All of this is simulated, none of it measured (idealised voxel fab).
process module | voxel wiring stack
cross-section cut | 295 nm wide | cells 5 nm
A cross-section is a grid of square cells, given in bands from the top down. A band is one or more rows of cells.
Each band's line starts with the height of the band's top and of its bottom, in nm. Then come its materials from left to right, each with its width in nm. One material with "throughout" fills the band from edge to edge. "air" is empty space.
Height 0 is the level under which the wafer as received is all one material. The lowest band goes on downwards, as in "0 down".
A width such as "30 to 40" changes by the same amount from each row of cells to the next, from the band's top row to its bottom row.
"no change" after a step means that no cell of the cross-section changed.
closed voids: empty space of 8 cells or more with no open way to the top, each as width x height at its distance from the left edge, in nm
after a step's settings: what the simulator itself notes on the step
overlay nm, on a step with a mask: how far to the right of its planned place the mask lay; to the left if negative
Each pair below shows a cross-section before one step and the cross-section after it, down to the lowest band that changed. The line under each pair gives the step between them, with its settings. The pairs can come from different runs of this module on the same starting wafer, so a pair continues from the pair above only where its "before" says so.
before
  170 to 150: SiO2 80 | air 25 | SiO2 30 | air 25 | SiO2 30 | air 25 | SiO2 80
  150 to 135: SiO2 80 | air 15 | SiO2 40 | air 15 | SiO2 40 | air 15 | SiO2 90
  135 to 130: SiCN 80 | air 15 | SiCN 40 | air 15 | SiCN 40 | air 15 | SiCN 90
  130 to 110: lowk 80 | TiN 5 | W 15 | TiN 5 | lowk 30 | TiN 5 | W 15 | TiN 5 | lowk 30 | TiN 5 | W 15 | TiN 5 | lowk 80
  110 to 105: SiCN 80 | TiN 25 | SiCN 30 | TiN 25 | SiCN 30 | TiN 25 | SiCN 80
  105 to 85: SiO2 80 | Ru 15 | SiO2 95 | Ru 15 | SiO2 90
  85 to 80: SiCN 80 | Ru 15 | SiCN 95 | Ru 15 | SiCN 90
  80 to 55: SiO2 80 | TiN 5 | Ru 15 | TiN 5 | SiO2 30 | TiN 5 | Ru 15 | TiN 5 | SiO2 30 | TiN 5 | Ru 15 | TiN 5 | SiO2 80
  55 to 50: SiCN 80 | TiN 25 | SiCN 30 | TiN 25 | SiCN 30 | TiN 25 | SiCN 80
  50 to 40: lowk 80 | Ru 15 | lowk 40 | Ru 15 | lowk 40 | Ru 15 | lowk 90
  40 to 35: SiCN 80 | Ru 15 | SiCN 40 | Ru 15 | SiCN 40 | Ru 15 | SiCN 90
  35 to 30: TiN 85 | Cu 15 | TiN 40 | Cu 15 | TiN 40 | Cu 15 | TiN 85
  30 to 20: lowk 80 | TiN 5 | Cu 15 | TiN 5 | lowk 30 | TiN 5 | Cu 15 | TiN 5 | lowk 30 | TiN 5 | Cu 15 | TiN 5 | lowk 80
  20 to 15: lowk 80 | TiN 25 | lowk 30 | TiN 25 | lowk 30 | TiN 25 | lowk 80
  15 to 0: SiO2 throughout
  0 down: Si throughout
  closed voids: none
after
  175 to 170: TiN 85 | air 15 | TiN 40 | air 15 | TiN 40 | air 15 | TiN 85
  170 to 155: SiO2 80 | TiN 5 | air 15 | TiN 5 | SiO2 30 | TiN 5 | air 15 | TiN 5 | SiO2 30 | TiN 5 | air 15 | TiN 5 | SiO2 80
  155 to 150: SiO2 80 | TiN 5 | air 5 | TiN 15 | SiO2 30 | TiN 5 | air 5 | TiN 15 | SiO2 30 | TiN 5 | air 5 | TiN 15 | SiO2 80
  150 to 135: SiO2 80 | TiN 5 | air 5 | TiN 5 | SiO2 40 | TiN 5 | air 5 | TiN 5 | SiO2 40 | TiN 5 | air 5 | TiN 5 | SiO2 90
  135 to 130: SiCN 80 | TiN 15 | SiCN 40 | TiN 15 | SiCN 40 | TiN 15 | SiCN 90
  below 130: unchanged
  closed voids: none
the step between: op CONFORMAL_DEP | material TiN | thk nm 5
before: the cross-section after the pair above
after
  185 to 175: Ru throughout
  175 to 170: TiN 85 | Ru 15 | TiN 40 | Ru 15 | TiN 40 | Ru 15 | TiN 85
  170 to 155: SiO2 80 | TiN 5 | Ru 15 | TiN 5 | SiO2 30 | TiN 5 | Ru 15 | TiN 5 | SiO2 30 | TiN 5 | Ru 15 | TiN 5 | SiO2 80
  155 to 150: SiO2 80 | TiN 5 | Ru 5 | TiN 15 | SiO2 30 | TiN 5 | Ru 5 | TiN 15 | SiO2 30 | TiN 5 | Ru 5 | TiN 15 | SiO2 80
  150 to 135: SiO2 80 | TiN 5 | Ru 5 | TiN 5 | SiO2 40 | TiN 5 | Ru 5 | TiN 5 | SiO2 40 | TiN 5 | Ru 5 | TiN 5 | SiO2 90
  below 135: unchanged
  closed voids: none
the step between: op FILL_DEP | material Ru | thk nm 10
before: the cross-section after the pair above
after
  170 to 155: SiO2 80 | TiN 5 | Ru 15 | TiN 5 | SiO2 30 | TiN 5 | Ru 15 | TiN 5 | SiO2 30 | TiN 5 | Ru 15 | TiN 5 | SiO2 80
  below 155: unchanged
  closed voids: none
the step between: op CMP | height nm 170
before: the cross-section after the pair above
after
  175 to 170: SiCN throughout
  below 170: unchanged
  closed voids: none
the step between: op CONFORMAL_DEP | material SiCN | thk nm 5
before
  190 to 170: resist 80 | air 25 | resist 30 | air 25 | resist 30 | air 25 | resist 80
  170 to 150: SiO2 80 | air 25 | SiO2 30 | air 25 | SiO2 30 | air 25 | SiO2 80
  150 to 135: SiO2 80 | air 15 | SiO2 40 | air 15 | SiO2 40 | air 15 | SiO2 90
  135 to 130: SiCN throughout
  130 to 110: lowk 80 | TiN 5 | W 15 | TiN 5 | lowk 30 | TiN 5 | W 15 | TiN 5 | lowk 30 | TiN 5 | W 15 | TiN 5 | lowk 80
  110 to 105: SiCN 80 | TiN 25 | SiCN 30 | TiN 25 | SiCN 30 | TiN 25 | SiCN 80
  105 to 85: SiO2 80 | Ru 15 | SiO2 95 | Ru 15 | SiO2 90
  85 to 80: SiCN 80 | Ru 15 | SiCN 95 | Ru 15 | SiCN 90
  80 to 55: SiO2 80 | TiN 5 | Ru 15 | TiN 5 | SiO2 30 | TiN 5 | Ru 15 | TiN 5 | SiO2 30 | TiN 5 | Ru 15 | TiN 5 | SiO2 80
  55 to 50: SiCN 80 | TiN 25 | SiCN 30 | TiN 25 | SiCN 30 | TiN 25 | SiCN 80
  50 to 40: lowk 80 | Ru 15 | lowk 40 | Ru 15 | lowk 40 | Ru 15 | lowk 90
  40 to 35: SiCN 80 | Ru 15 | SiCN 40 | Ru 15 | SiCN 40 | Ru 15 | SiCN 90
  35 to 20: lowk 80 | TiN 5 | Cu 15 | TiN 5 | lowk 30 | TiN 5 | Cu 15 | TiN 5 | lowk 30 | TiN 5 | Cu 15 | TiN 5 | lowk 80
  20 to 15: SiN 80 | TiN 25 | SiN 30 | TiN 25 | SiN 30 | TiN 25 | SiN 80
  15 to 0: SiO2 throughout
  0 down: Si throughout
  closed voids: none
after
  190 to 170: resist 80 | air 25 | resist 30 | air 25 | resist 30 | air 25 | resist 80
  170 to 135: SiO2 80 | air 25 | SiO2 30 | air 25 | SiO2 30 | air 25 | SiO2 80
  below 135: unchanged
  closed voids: none
the step between: op DIRECTIONAL_ETCH | etch materials SiO2 | depth nm 20
before: the cross-section after the pair above
after
  190 to 170: resist 80 | air 25 | resist 30 | air 25 | resist 30 | air 25 | resist 80
  170 to 135: SiO2 80 | air 25 | SiO2 30 | air 25 | SiO2 30 | air 25 | SiO2 80
  135 to 130: SiCN 80 | air 25 | SiCN 30 | air 25 | SiCN 30 | air 25 | SiCN 80
  below 130: unchanged
  closed voids: none
the step between: op DIRECTIONAL_ETCH | etch materials SiCN | depth nm 5
before: the cross-section after the pair above
after
  170 to 135: SiO2 80 | air 25 | SiO2 30 | air 25 | SiO2 30 | air 25 | SiO2 80
  below 135: unchanged
  closed voids: none
the step between: op STRIP | etch materials resist
before: the cross-section after the pair above
after
  175 to 170: TiN 85 | air 15 | TiN 40 | air 15 | TiN 40 | air 15 | TiN 85
  170 to 135: SiO2 80 | TiN 5 | air 15 | TiN 5 | SiO2 30 | TiN 5 | air 15 | TiN 5 | SiO2 30 | TiN 5 | air 15 | TiN 5 | SiO2 80
  135 to 130: SiCN 80 | TiN 25 | SiCN 30 | TiN 25 | SiCN 30 | TiN 25 | SiCN 80
  below 130: unchanged
  closed voids: none
the step between: op CONFORMAL_DEP | material TiN | thk nm 5
before: the cross-section after the pair above
after
  185 to 175: Ru throughout
  175 to 170: TiN 85 | Ru 15 | TiN 40 | Ru 15 | TiN 40 | Ru 15 | TiN 85
  170 to 135: SiO2 80 | TiN 5 | Ru 15 | TiN 5 | SiO2 30 | TiN 5 | Ru 15 | TiN 5 | SiO2 30 | TiN 5 | Ru 15 | TiN 5 | SiO2 80
  below 135: unchanged
  closed voids: none
the step between: op FILL_DEP | material Ru | thk nm 10
before: the cross-section after the pair above
after
  170 to 135: SiO2 80 | TiN 5 | Ru 15 | TiN 5 | SiO2 30 | TiN 5 | Ru 15 | TiN 5 | SiO2 30 | TiN 5 | Ru 15 | TiN 5 | SiO2 80
  below 135: unchanged
  closed voids: none
the step between: op CMP | height nm 170
before: the cross-section after the pair above
after
  175 to 170: SiCN throughout
  below 170: unchanged
  closed voids: none
the step between: op CONFORMAL_DEP | material SiCN | thk nm 5
before
  105 to 85: SiO2 80 | Ru 15 | SiO2 95 | Ru 15 | SiO2 90
  85 to 80: SiCN 80 | Ru 15 | SiCN 95 | Ru 15 | SiCN 90
  80 to 55: SiO2 80 | TiN 5 | Ru 15 | TiN 5 | SiO2 30 | TiN 5 | Ru 15 | TiN 5 | SiO2 30 | TiN 5 | Ru 15 | TiN 5 | SiO2 80
  55 to 50: SiCN 80 | TiN 25 | SiCN 30 | TiN 25 | SiCN 30 | TiN 25 | SiCN 80
  50 to 40: lowk 80 | Ru 15 | lowk 40 | Ru 15 | lowk 40 | Ru 15 | lowk 90
  40 to 35: SiCN 80 | Ru 15 | SiCN 40 | Ru 15 | SiCN 40 | Ru 15 | SiCN 90
  35 to 20: lowk 80 | TiN 5 | Cu 15 | TiN 5 | lowk 30 | TiN 5 | Cu 15 | TiN 5 | lowk 30 | TiN 5 | Cu 15 | TiN 5 | lowk 80
  20 to 15: SiN 80 | TiN 25 | SiN 30 | TiN 25 | SiN 30 | TiN 25 | SiN 80
  15 to 0: SiO2 throughout
  0 down: Si throughout
  closed voids: none
after
  125 to 105: lowk throughout
  below 105: unchanged
  closed voids: none
the step between: op DIRECTIONAL_DEP | material lowk | thk nm 20
before: the cross-section after the pair above
after
  130 to 125: SiCN throughout
  below 125: unchanged
  closed voids: none
the step between: op CONFORMAL_DEP | material SiCN | thk nm 5
before: the cross-section after the pair above
after
  130 to 125: SiCN 80 | air 25 | SiCN 30 | air 25 | SiCN 30 | air 25 | SiCN 80
  below 125: unchanged
  closed voids: none
the step between: op MASKED_ETCH | tone open | mask id METAL_3 | width nm 25 | pitch nm 55 | etch materials SiCN | depth nm 5 | overlay nm 0
before: the cross-section after the pair above
after
  135 to 130: TiN 85 | air 15 | TiN 40 | air 15 | TiN 40 | air 15 | TiN 85
  130 to 125: SiCN 80 | TiN 25 | SiCN 30 | TiN 25 | SiCN 30 | TiN 25 | SiCN 80
  below 125: unchanged
  closed voids: none
the step between: op CONFORMAL_DEP | material TiN | thk nm 5
before: the cross-section after the pair above
after
  145 to 135: W throughout
  135 to 130: TiN 85 | W 15 | TiN 40 | W 15 | TiN 40 | W 15 | TiN 85
  below 130: unchanged
  closed voids: none
the step between: op FILL_DEP | material W | thk nm 10
before: the cross-section after the pair above
after
  130 to 125: SiCN 80 | TiN 25 | SiCN 30 | TiN 25 | SiCN 30 | TiN 25 | SiCN 80
  below 125: unchanged
  closed voids: none
the step between: op CMP | height nm 130
before: the cross-section after the pair above
after
  135 to 130: SiCN throughout
  below 130: unchanged
  closed voids: none
the step between: op CONFORMAL_DEP | material SiCN | thk nm 5
before: the cross-section after the pair above
after
  170 to 135: SiO2 throughout
  below 135: unchanged
  closed voids: none
the step between: op DIRECTIONAL_DEP | material SiO2 | thk nm 35
before: the cross-section after the pair above
after
  170 to 135: SiO2 80 | air 15 | SiO2 40 | air 15 | SiO2 40 | air 15 | SiO2 90
  below 135: unchanged
  closed voids: none
the step between: op MASKED_ETCH | tone open | mask id METAL_4_HOLES | width nm 15 | pitch nm 55 | etch materials SiO2 | depth nm 35 | overlay nm 0
before: the cross-section after the pair above
after
  190 to 170: resist 80 | air 25 | resist 30 | air 25 | resist 30 | air 25 | resist 80
  below 170: unchanged
  closed voids: none
the step between: op PATTERN | tone open | mask id METAL_4 | material resist | width nm 25 | pitch nm 55 | thk nm 20 | overlay nm 0
before: the cross-section after the pair above
after
  190 to 170: resist 80 | air 25 | resist 30 | air 25 | resist 30 | air 25 | resist 80
  170 to 150: SiO2 80 | air 25 | SiO2 30 | air 25 | SiO2 30 | air 25 | SiO2 80
  below 150: unchanged
  closed voids: none
the step between: op DIRECTIONAL_ETCH | etch materials SiO2 | depth nm 20
before: the cross-section after the pair above
after
  190 to 170: resist 80 | air 25 | resist 30 | air 25 | resist 30 | air 25 | resist 80
  170 to 150: SiO2 80 | air 25 | SiO2 30 | air 25 | SiO2 30 | air 25 | SiO2 80
  150 to 135: SiO2 80 | air 15 | SiO2 40 | air 15 | SiO2 40 | air 15 | SiO2 90
  135 to 130: SiCN 80 | air 15 | SiCN 40 | air 15 | SiCN 40 | air 15 | SiCN 90
  below 130: unchanged
  closed voids: none
the step between: op DIRECTIONAL_ETCH | etch materials SiCN | depth nm 5
before: the cross-section after the pair above
after
  170 to 150: SiO2 80 | air 25 | SiO2 30 | air 25 | SiO2 30 | air 25 | SiO2 80
  below 150: unchanged
  closed voids: none
the step between: op STRIP | etch materials resist
before: the cross-section after the pair above
after
  175 to 170: TiN 85 | air 15 | TiN 40 | air 15 | TiN 40 | air 15 | TiN 85
  170 to 155: SiO2 80 | TiN 5 | air 15 | TiN 5 | SiO2 30 | TiN 5 | air 15 | TiN 5 | SiO2 30 | TiN 5 | air 15 | TiN 5 | SiO2 80
  155 to 150: SiO2 80 | TiN 5 | air 5 | TiN 15 | SiO2 30 | TiN 5 | air 5 | TiN 15 | SiO2 30 | TiN 5 | air 5 | TiN 15 | SiO2 80
  150 to 135: SiO2 80 | TiN 5 | air 5 | TiN 5 | SiO2 40 | TiN 5 | air 5 | TiN 5 | SiO2 40 | TiN 5 | air 5 | TiN 5 | SiO2 90
  135 to 125: SiCN 80 | TiN 15 to 25 | SiCN 40 to 30 | TiN 15 to 25 | SiCN 40 to 30 | TiN 15 to 25 | SiCN 90 to 80
  below 125: unchanged
  closed voids: none
the step between: op CONFORMAL_DEP | material TiN | thk nm 5
before: the cross-section after the pair above
after
  185 to 175: Ru throughout
  175 to 170: TiN 85 | Ru 15 | TiN 40 | Ru 15 | TiN 40 | Ru 15 | TiN 85
  170 to 155: SiO2 80 | TiN 5 | Ru 15 | TiN 5 | SiO2 30 | TiN 5 | Ru 15 | TiN 5 | SiO2 30 | TiN 5 | Ru 15 | TiN 5 | SiO2 80
  155 to 150: SiO2 80 | TiN 5 | Ru 5 | TiN 15 | SiO2 30 | TiN 5 | Ru 5 | TiN 15 | SiO2 30 | TiN 5 | Ru 5 | TiN 15 | SiO2 80
  150 to 135: SiO2 80 | TiN 5 | Ru 5 | TiN 5 | SiO2 40 | TiN 5 | Ru 5 | TiN 5 | SiO2 40 | TiN 5 | Ru 5 | TiN 5 | SiO2 90
  below 135: unchanged
  closed voids: none
the step between: op FILL_DEP | material Ru | thk nm 10
before: the cross-section after the pair above
after
  170 to 155: SiO2 80 | TiN 5 | Ru 15 | TiN 5 | SiO2 30 | TiN 5 | Ru 15 | TiN 5 | SiO2 30 | TiN 5 | Ru 15 | TiN 5 | SiO2 80
  below 155: unchanged
  closed voids: none
the step between: op CMP | height nm 170
before: the cross-section after the pair above
after
  175 to 170: SiCN throughout
  below 170: unchanged
  closed voids: none
the step between: op CONFORMAL_DEP | material SiCN | thk nm 5
before
  85 to 80: SiCN throughout
  80 to 55: SiO2 80 | TiN 5 | Ru 15 | TiN 5 | SiO2 30 | TiN 5 | Ru 15 | TiN 5 | SiO2 30 | TiN 5 | Ru 15 | TiN 5 | SiO2 80
  55 to 50: SiCN 80 | TiN 25 | SiCN 30 | TiN 25 | SiCN 30 | TiN 25 | SiCN 80
  50 to 40: lowk 80 | Ru 15 | lowk 40 | Ru 15 | lowk 40 | Ru 15 | lowk 90
  40 to 35: SiCN 80 | Ru 15 | SiCN 40 | Ru 15 | SiCN 40 | Ru 15 | SiCN 90
  35 to 20: lowk 80 | TiN 5 | Cu 15 | TiN 5 | lowk 30 | TiN 5 | Cu 15 | TiN 5 | lowk 30 | TiN 5 | Cu 15 | TiN 5 | lowk 80
  20 to 15: SiN 80 | TiN 25 | SiN 30 | TiN 25 | SiN 30 | TiN 25 | SiN 80
  15 to 0: SiO2 throughout
  0 down: Si throughout
  closed voids: none
after
  115 to 85: SiO2 throughout
  below 85: unchanged
  closed voids: none
the step between: op DIRECTIONAL_DEP | material SiO2 | thk nm 30
before: the cross-section after the pair above
after
  115 to 95: SiO2 80 | air 15 | SiO2 95 | air 15 | SiO2 90
  below 95: unchanged
  closed voids: none
the step between: op MASKED_ETCH | tone open | mask id PLUG_2 | width nm 15 | pitch nm 110 | etch materials SiO2 | depth nm 20 | overlay nm 0
before: the cross-section after the pair above
after
  120 to 115: SiCN 85 | air 5 | SiCN 105 | air 5 | SiCN 95
  115 to 100: SiO2 80 | SiCN 5 | air 5 | SiCN 5 | SiO2 95 | SiCN 5 | air 5 | SiCN 5 | SiO2 90
  100 to 95: SiO2 80 | SiCN 15 | SiO2 95 | SiCN 15 | SiO2 90
  below 95: unchanged
  closed voids: none
the step between: op CONFORMAL_DEP | material SiCN | thk nm 5
before: the cross-section after the pair above
after
  140 to 120: lowk 85 | air 5 | lowk 105 | air 5 | lowk 95
  120 to 115: SiCN 85 | lowk 5 | SiCN 105 | lowk 5 | SiCN 95
  115 to 100: SiO2 80 | SiCN 5 | lowk 5 | SiCN 5 | SiO2 95 | SiCN 5 | lowk 5 | SiCN 5 | SiO2 90
  below 100: unchanged
  closed voids: none
the step between: op DIRECTIONAL_DEP | material lowk | thk nm 20
before: the cross-section after the pair above
after
  140 to 120: lowk 80 | air 25 | lowk 30 | air 25 | lowk 30 | air 25 | lowk 80
  120 to 115: SiCN 85 | air 5 | SiCN 105 | air 5 | SiCN 95
  115 to 100: SiO2 80 | SiCN 5 | air 5 | SiCN 5 | SiO2 95 | SiCN 5 | air 5 | SiCN 5 | SiO2 90
  below 100: unchanged
  closed voids: none
the step between: op MASKED_ETCH | tone open | mask id METAL_3 | width nm 25 | pitch nm 55 | etch materials lowk | depth nm 20 | overlay nm 0
before: the cross-section after the pair above
after
  140 to 120: lowk 80 | air 25 | lowk 30 | air 25 | lowk 30 | air 25 | lowk 80
  120 to 115: SiCN 80 | air 25 | SiCN 30 | air 25 | SiCN 30 | air 25 | SiCN 80
  115 to 95: SiO2 80 | SiCN 5 | air 5 | SiCN 5 | SiO2 95 | SiCN 5 | air 5 | SiCN 5 | SiO2 90
  below 95: unchanged
  closed voids: none
the step between: op MASKED_ETCH | tone open | mask id METAL_3 | width nm 25 | pitch nm 55 | etch materials SiCN | depth nm 5 | overlay nm 0
before: the cross-section after the pair above
after
  145 to 140: TiN 85 | air 15 | TiN 40 | air 15 | TiN 40 | air 15 | TiN 85
  140 to 120: lowk 80 | TiN 5 | air 15 | TiN 5 | lowk 30 | TiN 5 | air 15 | TiN 5 | lowk 30 | TiN 5 | air 15 | TiN 5 | lowk 80
  120 to 115: SiCN 80 | TiN 25 | SiCN 30 | TiN 25 | SiCN 30 | TiN 25 | SiCN 80
  115 to 95: SiO2 80 | SiCN 5 | TiN 5 | SiCN 5 | SiO2 95 | SiCN 5 | TiN 5 | SiCN 5 | SiO2 90
  below 95: unchanged
  closed voids: none
the step between: op CONFORMAL_DEP | material TiN | thk nm 5
before: the cross-section after the pair above
after
  155 to 145: W throughout
  145 to 140: TiN 85 | W 15 | TiN 40 | W 15 | TiN 40 | W 15 | TiN 85
  140 to 120: lowk 80 | TiN 5 | W 15 | TiN 5 | lowk 30 | TiN 5 | W 15 | TiN 5 | lowk 30 | TiN 5 | W 15 | TiN 5 | lowk 80
  below 120: unchanged
  closed voids: none
the step between: op FILL_DEP | material W | thk nm 10
before: the cross-section after the pair above
after
  130 to 120: lowk 80 | TiN 5 | W 15 | TiN 5 | lowk 30 | TiN 5 | W 15 | TiN 5 | lowk 30 | TiN 5 | W 15 | TiN 5 | lowk 80
  below 120: unchanged
  closed voids: none
the step between: op CMP | height nm 130
before: the cross-section after the pair above
after
  135 to 130: SiCN throughout
  below 130: unchanged
  closed voids: none
the step between: op CONFORMAL_DEP | material SiCN | thk nm 5
before: the cross-section after the pair above
after
  170 to 135: SiO2 throughout
  below 135: unchanged
  closed voids: none
the step between: op DIRECTIONAL_DEP | material SiO2 | thk nm 35
before: the cross-section after the pair above
after
  170 to 135: SiO2 80 | air 15 | SiO2 40 | air 15 | SiO2 40 | air 15 | SiO2 90
  below 135: unchanged
  closed voids: none
the step between: op MASKED_ETCH | tone open | mask id METAL_4_HOLES | width nm 15 | pitch nm 55 | etch materials SiO2 | depth nm 35 | overlay nm 0
before: the cross-section after the pair above
after
  190 to 170: resist 80 | air 25 | resist 30 | air 25 | resist 30 | air 25 | resist 80
  below 170: unchanged
  closed voids: none
the step between: op PATTERN | tone open | mask id METAL_4 | material resist | width nm 25 | pitch nm 55 | thk nm 20 | overlay nm 0
before: the cross-section after the pair above
after
  190 to 170: resist 80 | air 25 | resist 30 | air 25 | resist 30 | air 25 | resist 80
  170 to 150: SiO2 80 | air 25 | SiO2 30 | air 25 | SiO2 30 | air 25 | SiO2 80
  below 150: unchanged
  closed voids: none
the step between: op DIRECTIONAL_ETCH | etch materials SiO2 | depth nm 20
before: the cross-section after the pair above
after
  190 to 170: resist 80 | air 25 | resist 30 | air 25 | resist 30 | air 25 | resist 80
  170 to 150: SiO2 80 | air 25 | SiO2 30 | air 25 | SiO2 30 | air 25 | SiO2 80
  150 to 135: SiO2 80 | air 15 | SiO2 40 | air 15 | SiO2 40 | air 15 | SiO2 90
  135 to 130: SiCN 80 | air 15 | SiCN 40 | air 15 | SiCN 40 | air 15 | SiCN 90
  below 130: unchanged
  closed voids: none
the step between: op DIRECTIONAL_ETCH | etch materials SiCN | depth nm 5
before: the cross-section after the pair above
after
  170 to 150: SiO2 80 | air 25 | SiO2 30 | air 25 | SiO2 30 | air 25 | SiO2 80
  below 150: unchanged
  closed voids: none
the step between: op STRIP | etch materials resist
before: the cross-section after the pair above
after
  175 to 170: TiN 85 | air 15 | TiN 40 | air 15 | TiN 40 | air 15 | TiN 85
  170 to 155: SiO2 80 | TiN 5 | air 15 | TiN 5 | SiO2 30 | TiN 5 | air 15 | TiN 5 | SiO2 30 | TiN 5 | air 15 | TiN 5 | SiO2 80
  155 to 150: SiO2 80 | TiN 5 | air 5 | TiN 15 | SiO2 30 | TiN 5 | air 5 | TiN 15 | SiO2 30 | TiN 5 | air 5 | TiN 15 | SiO2 80
  150 to 135: SiO2 80 | TiN 5 | air 5 | TiN 5 | SiO2 40 | TiN 5 | air 5 | TiN 5 | SiO2 40 | TiN 5 | air 5 | TiN 5 | SiO2 90
  135 to 130: SiCN 80 | TiN 15 | SiCN 40 | TiN 15 | SiCN 40 | TiN 15 | SiCN 90
  below 130: unchanged
  closed voids: none
the step between: op CONFORMAL_DEP | material TiN | thk nm 5
before: the cross-section after the pair above
after
  185 to 175: Ru throughout
  175 to 170: TiN 85 | Ru 15 | TiN 40 | Ru 15 | TiN 40 | Ru 15 | TiN 85
  170 to 155: SiO2 80 | TiN 5 | Ru 15 | TiN 5 | SiO2 30 | TiN 5 | Ru 15 | TiN 5 | SiO2 30 | TiN 5 | Ru 15 | TiN 5 | SiO2 80
  155 to 150: SiO2 80 | TiN 5 | Ru 5 | TiN 15 | SiO2 30 | TiN 5 | Ru 5 | TiN 15 | SiO2 30 | TiN 5 | Ru 5 | TiN 15 | SiO2 80
  150 to 135: SiO2 80 | TiN 5 | Ru 5 | TiN 5 | SiO2 40 | TiN 5 | Ru 5 | TiN 5 | SiO2 40 | TiN 5 | Ru 5 | TiN 5 | SiO2 90
  below 135: unchanged
  closed voids: none
the step between: op FILL_DEP | material Ru | thk nm 10
before: the cross-section after the pair above
after
  170 to 155: SiO2 80 | TiN 5 | Ru 15 | TiN 5 | SiO2 30 | TiN 5 | Ru 15 | TiN 5 | SiO2 30 | TiN 5 | Ru 15 | TiN 5 | SiO2 80
  below 155: unchanged
  closed voids: none
the step between: op CMP | height nm 170
before: the cross-section after the pair above
after
  175 to 170: SiCN throughout
  below 170: unchanged
  closed voids: none
the step between: op CONFORMAL_DEP | material SiCN | thk nm 5
before
  80 to 55: SiO2 throughout
  55 to 50: SiCN throughout
  50 to 40: lowk 80 | Ru 15 | lowk 40 | Ru 15 | lowk 40 | Ru 15 | lowk 90
  40 to 35: SiCN 80 | Ru 15 | SiCN 40 | Ru 15 | SiCN 40 | Ru 15 | SiCN 90
  35 to 20: lowk 80 | TiN 5 | Cu 15 | TiN 5 | lowk 30 | TiN 5 | Cu 15 | TiN 5 | lowk 30 | TiN 5 | Cu 15 | TiN 5 | lowk 80
  20 to 15: SiN 80 | TiN 25 | SiN 30 | TiN 25 | SiN 30 | TiN 25 | SiN 80
  15 to 0: SiO2 throughout
  0 down: Si throughout
  closed voids: none
after
  95 to 80: resist 85 | air 20 | resist 35 | air 20 | resist 35 | air 20 | resist 80
  below 80: unchanged
  closed voids: none
the step between: op PATTERN | tone open | mask id METAL_2 | material resist | width nm 20 | pitch nm 55 | thk nm 15 | overlay nm 0
before: the cross-section after the pair above
after
  95 to 80: resist 85 | air 20 | resist 35 | air 20 | resist 35 | air 20 | resist 80
  80 to 55: SiO2 85 | air 20 | SiO2 35 | air 20 | SiO2 35 | air 20 | SiO2 80
  below 55: unchanged
  closed voids: none
the step between: op DIRECTIONAL_ETCH | etch materials SiO2 | depth nm 25
before: the cross-section after the pair above
after
  95 to 80: resist 85 | air 20 | resist 35 | air 20 | resist 35 | air 20 | resist 80
  80 to 55: SiO2 85 | air 20 | SiO2 35 | air 20 | SiO2 35 | air 20 | SiO2 80
  55 to 50: SiCN 85 | air 20 | SiCN 35 | air 20 | SiCN 35 | air 20 | SiCN 80
  below 50: unchanged
  closed voids: none
the step between: op DIRECTIONAL_ETCH | etch materials SiCN | depth nm 5
before: the cross-section after the pair above
after
  80 to 55: SiO2 85 | air 20 | SiO2 35 | air 20 | SiO2 35 | air 20 | SiO2 80
  below 55: unchanged
  closed voids: none
the step between: op STRIP | etch materials resist
before: the cross-section after the pair above
after
  85 to 80: TiN 90 | air 10 | TiN 45 | air 10 | TiN 45 | air 10 | TiN 85
  80 to 55: SiO2 85 | TiN 5 | air 10 | TiN 5 | SiO2 35 | TiN 5 | air 10 | TiN 5 | SiO2 35 | TiN 5 | air 10 | TiN 5 | SiO2 80
  55 to 50: SiCN 85 | TiN 20 | SiCN 35 | TiN 20 | SiCN 35 | TiN 20 | SiCN 80
  below 50: unchanged
  closed voids: none
the step between: op CONFORMAL_DEP | material TiN | thk nm 5
before: the cross-section after the pair above
after
  90 to 85: Ru throughout
  85 to 80: TiN 90 | Ru 10 | TiN 45 | Ru 10 | TiN 45 | Ru 10 | TiN 85
  80 to 55: SiO2 85 | TiN 5 | Ru 10 | TiN 5 | SiO2 35 | TiN 5 | Ru 10 | TiN 5 | SiO2 35 | TiN 5 | Ru 10 | TiN 5 | SiO2 80
  below 55: unchanged
  closed voids: none
the step between: op FILL_DEP | material Ru | thk nm 5
before: the cross-section after the pair above
after
  80 to 55: SiO2 85 | TiN 5 | Ru 10 | TiN 5 | SiO2 35 | TiN 5 | Ru 10 | TiN 5 | SiO2 35 | TiN 5 | Ru 10 | TiN 5 | SiO2 80
  below 55: unchanged
  closed voids: none
the step between: op CMP | height nm 80
before: the cross-section after the pair above
after
  85 to 80: SiCN throughout
  below 80: unchanged
  closed voids: none
the step between: op CONFORMAL_DEP | material SiCN | thk nm 5
before: the cross-section after the pair above
after
  105 to 85: SiO2 throughout
  below 85: unchanged
  closed voids: none
the step between: op DIRECTIONAL_DEP | material SiO2 | thk nm 20
before: the cross-section after the pair above
after
  105 to 85: SiO2 80 | air 15 | SiO2 95 | air 15 | SiO2 90
  below 85: unchanged
  closed voids: none
the step between: op MASKED_ETCH | tone open | mask id PLUG_2 | width nm 15 | pitch nm 110 | etch materials SiO2 | depth nm 20 | overlay nm 0
before: the cross-section after the pair above
after
  105 to 85: SiO2 80 | air 15 | SiO2 95 | air 15 | SiO2 90
  85 to 80: SiCN 80 | air 15 | SiCN 95 | air 15 | SiCN 90
  below 80: unchanged
  closed voids: none
the step between: op MASKED_ETCH | tone open | mask id PLUG_2 | width nm 15 | pitch nm 110 | etch materials SiCN | depth nm 5 | overlay nm 0
before: the cross-section after the pair above
after
  105 to 90: SiO2 80 | air 15 | SiO2 95 | air 15 | SiO2 90
  90 to 85: SiO2 80 | Ru 15 | SiO2 95 | Ru 15 | SiO2 90
  85 to 80: SiCN 80 | Ru 15 | SiCN 95 | Ru 15 | SiCN 90
  below 80: unchanged
  closed voids: none
the step between: op EPI | material Ru | thk nm 10
before: the cross-section after the pair above
after
  105 to 100: SiO2 80 | air 15 | SiO2 95 | air 15 | SiO2 90
  100 to 85: SiO2 80 | Ru 15 | SiO2 95 | Ru 15 | SiO2 90
  below 85: unchanged
  closed voids: none
the step between: op EPI | material Ru | thk nm 10
before: the cross-section after the pair above
after
  105 to 85: SiO2 80 | Ru 15 | SiO2 95 | Ru 15 | SiO2 90
  below 85: unchanged
  closed voids: none
the step between: op EPI | material Ru | thk nm 5
before: the cross-section after the pair above
after
  110 to 105: SiCN throughout
  below 105: unchanged
  closed voids: none
the step between: op CONFORMAL_DEP | material SiCN | thk nm 5
before: the cross-section after the pair above
after
  130 to 110: lowk throughout
  below 110: unchanged
  closed voids: none
the step between: op DIRECTIONAL_DEP | material lowk | thk nm 20
before: the cross-section after the pair above
after
  130 to 110: lowk 80 | air 25 | lowk 30 | air 25 | lowk 30 | air 25 | lowk 80
  below 110: unchanged
  closed voids: none
the step between: op MASKED_ETCH | tone open | mask id METAL_3 | width nm 25 | pitch nm 55 | etch materials lowk | depth nm 20 | overlay nm 0
